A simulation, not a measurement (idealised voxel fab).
Module name: voxel transistor to metal (process module)
Each square cell in cross-section cut measures 5 nm, and the section as a whole is 265 nm wide.
This document writes a cross-section as a grid whose cells are square, and gives it as bands, listed from the top down; one or more rows of cells form a band.
Heads up on the band format: heights come first, top then bottom, in nm. After that it's the materials left to right, each with its width in nm. A single material flagged "full width" fills the whole band edge to edge, and "air" means there's empty space there.
Height 0 is the level under which the wafer as received is all one material. The lowest band goes on downwards, as in "0 down".
The two numbers in a width such as "30 to 40" mark its ends across the band: the first belongs to the top row of cells, the second to the bottom row, and from each row to the next the width moves by the same amount.
A step reported as "nothing got changed" is a step in which no cell of the cross-section changed.
Empty spaces counting at least 8 cells and having no open way to the top are listed in "Enclosed voids". The notation width x height at distance is used for each, the distance being from the left edge and all three values in nm.
Read whatever lies past the settings on a step's line as the simulator's own remark about the step.
If you see "overlay nm" on a step's line and that step has a mask, it's telling you how far right of where it was planned the mask ended up; a negative number means it went left instead.

Process steps - plan
| 1 | RECEIVE (material Si) |
| 2 | OXIDIZE (depth nm 5) |
| 3 | CONFORMAL_DEP (material SiN; thk nm 10) |
| 4 | PATTERN (tone cover; mask id ACTIVE; material resist; width nm 100; pitch nm 125; thk nm 20; overlay nm 0) |
| 5 | DIRECTIONAL_ETCH (etch materials SiN; depth nm 10) |
| 6 | DIRECTIONAL_ETCH (etch materials SiO2; depth nm 5) |
| 7 | DIRECTIONAL_ETCH (etch materials Si; depth nm 20) |
| 8 | STRIP (etch materials resist) |
| 9 | OXIDIZE (depth nm 5) |
| 10 | FILL_DEP (material SiO2; thk nm 10) |
| 11 | CMP (height nm 10) |
| 12 | SELECTIVE_ETCH (etch materials SiO2; depth nm 10) |
| 13 | STRIP (etch materials SiN) |
| 14 | SELECTIVE_ETCH (etch materials SiO2; depth nm 5) |
| 15 | OXIDIZE (depth nm 5) |
| 16 | DIRECTIONAL_DEP (material polySi; thk nm 30) |
| 17 | DIRECTIONAL_DEP (material SiCN; thk nm 10) |
| 18 | MASKED_ETCH (tone cover; mask id GATE; width nm 20; pitch nm 125; etch materials SiCN; depth nm 20; overlay nm 0) |
| 19 | MASKED_ETCH (tone cover; mask id GATE; width nm 20; pitch nm 125; etch materials polySi; depth nm 40; overlay nm 0) |
| 20 | CONFORMAL_DEP (material SiN; thk nm 5) |
| 21 | DIRECTIONAL_ETCH (etch materials SiN; depth nm 5) |
| 22 | DIRECTIONAL_ETCH (etch materials SiO2; depth nm 5) |
| 23 | EPI (material nSi; thk nm 5) |
| 24 | FILL_DEP (material SiO2; thk nm 5) |
| 25 | CMP (height nm 35) |
| 26 | DIRECTIONAL_DEP (material SiO2; thk nm 15) |
| 27 | MASKED_ETCH (tone open; mask id CONTACT; width nm 15; etch materials SiO2; depth nm 55; overlay nm 0) |
| 28 | CONFORMAL_DEP (material TiN; thk nm 5) |
| 29 | FILL_DEP (material W; thk nm 10) |
| 30 | CMP (height nm 50) |
| 31 | CONFORMAL_DEP (material SiN; thk nm 5) |
| 32 | DIRECTIONAL_DEP (material lowk; thk nm 15) |
| 33 | PATTERN (tone open; mask id METAL_1; material resist; width nm 15; thk nm 15; overlay nm 0) |
| 34 | DIRECTIONAL_ETCH (etch materials lowk; depth nm 15) |
| 35 | DIRECTIONAL_ETCH (etch materials SiN; depth nm 5) |
| 36 | STRIP (etch materials resist) |
| 37 | CONFORMAL_DEP (material TiN; thk nm 5) |
| 38 | FILL_DEP (material Ru; thk nm 10) |
| 39 | CMP (height nm 70) |
| 40 | EPI (material Ru; thk nm 5) |
| 41 | FILL_DEP (material SiCN; thk nm 5) |
| 42 | DIRECTIONAL_DEP (material lowk; thk nm 35) |
| 43 | DIRECTIONAL_DEP (material aC; thk nm 15) |
| 44 | PATTERN (tone open; mask id METAL_2; material resist; width nm 15; pitch nm 125; thk nm 30; overlay nm 0) |
| 45 | DIRECTIONAL_ETCH (etch materials aC; depth nm 15) |
| 46 | STRIP (etch materials resist) |
| 47 | DIRECTIONAL_ETCH (etch materials lowk; depth nm 20) |
| 48 | STRIP (etch materials aC) |
| 49 | PATTERN (tone open; mask id METAL_2_HOLES; material resist; width nm 15; pitch nm 125; thk nm 15; overlay nm 0) |
| 50 | DIRECTIONAL_ETCH (etch materials lowk; depth nm 15) |
| 51 | DIRECTIONAL_ETCH (etch materials SiCN; depth nm 5) |
| 52 | STRIP (etch materials resist) |
| 53 | CONFORMAL_DEP (material TiN; thk nm 5) |
| 54 | FILL_DEP (material Ru; thk nm 5) |
| 55 | CMP (height nm 115) |
| 56 | CONFORMAL_DEP (material SiN; thk nm 5) |

As-received state of the wafer in cross-section, equivalent to post-step 1
- 0 down  Si full width
- Enclosed voids: none

Final cross-section, module run with one mistake (start and plan as above)
- 120 to 115  SiN full width
- 115 to 80  lowk: 30; TiN: 5; Ru: 5; TiN: 5; lowk: 110; TiN: 5; Ru: 5; TiN: 5; lowk: 95
- 80 to 75  SiCN: 30; TiN: 15; SiCN: 110; TiN: 15; SiCN: 95
- 75 to 70  SiCN: 25; Ru: 25; SiCN: 40; Ru: 25; SiCN: 35; Ru: 25; SiCN: 40; Ru: 25; SiCN: 25
- 70 to 65  SiN: 30; TiN: 15; SiN: 50; TiN: 15; SiN: 45; TiN: 15; SiN: 50; TiN: 15; SiN: 30
- 65 to 55  W full width
- 55 to 50  TiN: 35; W: 5; TiN: 60; W: 5; TiN: 55; W: 5; TiN: 60; W: 5; TiN: 35
- 50 to 35  SiO2: 30; TiN: 5; W: 5; TiN: 5; SiO2: 50; TiN: 5; W: 5; TiN: 5; SiO2: 45; TiN: 5; W: 5; TiN: 5; SiO2: 50; TiN: 5; W: 5; TiN: 5; SiO2: 30
- 35 to 25  SiO2: 30; TiN: 5; W: 5; TiN: 5; SiO2: 10; SiN: 5; SiCN: 20; SiN: 5; SiO2: 10; TiN: 5; W: 5; TiN: 5; SiO2: 45; TiN: 5; W: 5; TiN: 5; SiO2: 10; SiN: 5; SiCN: 20; SiN: 5; SiO2: 10; TiN: 5; W: 5; TiN: 5; SiO2: 30
- 25 to 0  SiO2: 30; TiN: 5; W: 5; TiN: 5; SiO2: 10; SiN: 5; polySi: 20; SiN: 5; SiO2: 10; TiN: 5; W: 5; TiN: 5; SiO2: 45; TiN: 5; W: 5; TiN: 5; SiO2: 10; SiN: 5; polySi: 20; SiN: 5; SiO2: 10; TiN: 5; W: 5; TiN: 5; SiO2: 30
- 0 to -5  SiO2: 30; TiN: 15; SiO2: 10; SiN: 5; polySi: 20; SiN: 5; SiO2: 10; TiN: 15; SiO2: 45; TiN: 15; SiO2: 10; SiN: 5; polySi: 20; SiN: 5; SiO2: 10; TiN: 15; SiO2: 30
- -5 to -10  SiO2: 20; nSi: 35; SiO2: 30; nSi: 35; SiO2: 25; nSi: 35; SiO2: 30; nSi: 35; SiO2: 20
- -10 to -30  SiO2: 25; Si: 90; SiO2: 35; Si: 90; SiO2: 25
- -30 down  Si full width
- Enclosed voids: none
Deviation noted in wafer processing: no execution of plan step 30; skipped
